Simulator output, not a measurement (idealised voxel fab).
Module name: voxel lift off (process module)
Square cells of 5 nm make up the cross-section cut, whose width is 205 nm.
This document writes a cross-section as a grid whose cells are square, and gives it as bands, listed from the top down; one or more rows of cells form a band.
Top, bottom (nm), then materials left to right with widths (nm); lone material tagged "all across" fills the whole band edge to edge; "air" = empty space.
The reference from which all heights are counted is 0, the level beneath which the as-received wafer is entirely one material; the lowest band, having no lower bound, proceeds downward and is written after the example "top 0, no bottom".
The width entry "30->40" should be interpreted row by row: the top row of cells in the band takes the first number, the bottom row takes the second number, and the change between adjacent rows is uniform throughout.
Where a step carries "stayed the same", the cross-section came out of it unchanged, cell for cell.
Closed empty spaces (no open way to the top) of 8 cells or more are what "Enclosed empty spaces" lists, each as width x height at distance from the left edge, nm for all three.
What comes after the settings on a step's line is commentary from the simulator itself on that step.
overlay nm: for a step with a mask, the amount by which the mask lay right of where it was planned; a negative amount means left of it.

# Steps planned for the process
1,RECEIVE,material Si
2,CONFORMAL_DEP,material SiN,thk nm 5
3,PATTERN,tone open,mask id LINES,material resist,width nm 15,pitch nm 40,thk nm 25,overlay nm 0
4,DIRECTIONAL_DEP,material Ru,thk nm 15
5,STRIP,etch materials resist
6,CONFORMAL_DEP,material SiO2,thk nm 5

# Incoming wafer in cross-section (state: after step 1)
* top 0, no bottom  Si all across
* Enclosed empty spaces: none

# Cross-sectional view of the first of the two wafers upon completion of the module, processed in accordance with the plan
* top 25, bottom 20  70 air / 25 SiO2 / 15 air / 25 SiO2 / 70 air
* top 20, bottom 10  70 air / 5 SiO2 / 15 Ru / 5 SiO2 / 15 air / 5 SiO2 / 15 Ru / 5 SiO2 / 70 air
* top 10, bottom 5  75 SiO2 / 15 Ru / 25 SiO2 / 15 Ru / 75 SiO2
* top 5, bottom 0  SiN all across
* top 0, no bottom  Si all across
* Enclosed empty spaces: none

# Cross-section at end of module for the second wafer of two, which matched the first in starting point and plan and differed by one mistake in its processing
* top 25, bottom 20  80 SiO2 / 5 air / 35 SiO2 / 5 air / 80 SiO2
* top 20, bottom 10  75 Ru / 5 SiO2 / 5 air / 5 SiO2 / 25 Ru / 5 SiO2 / 5 air / 5 SiO2 / 75 Ru
* top 10, bottom 5  75 Ru / 15 SiO2 / 25 Ru / 15 SiO2 / 75 Ru
* top 5, bottom 0  SiN all across
* top 0, no bottom  Si all across
* Enclosed empty spaces: none
Deviation from plan: off-plan run, step 3, actual operation and settings PATTERN,tone cover,mask id LINES,material resist,width nm 15,pitch nm 40,thk nm 25,overlay nm 0
Count the cells at the end and the second wafer has more or fewer of some materials than the first: +87 Ru
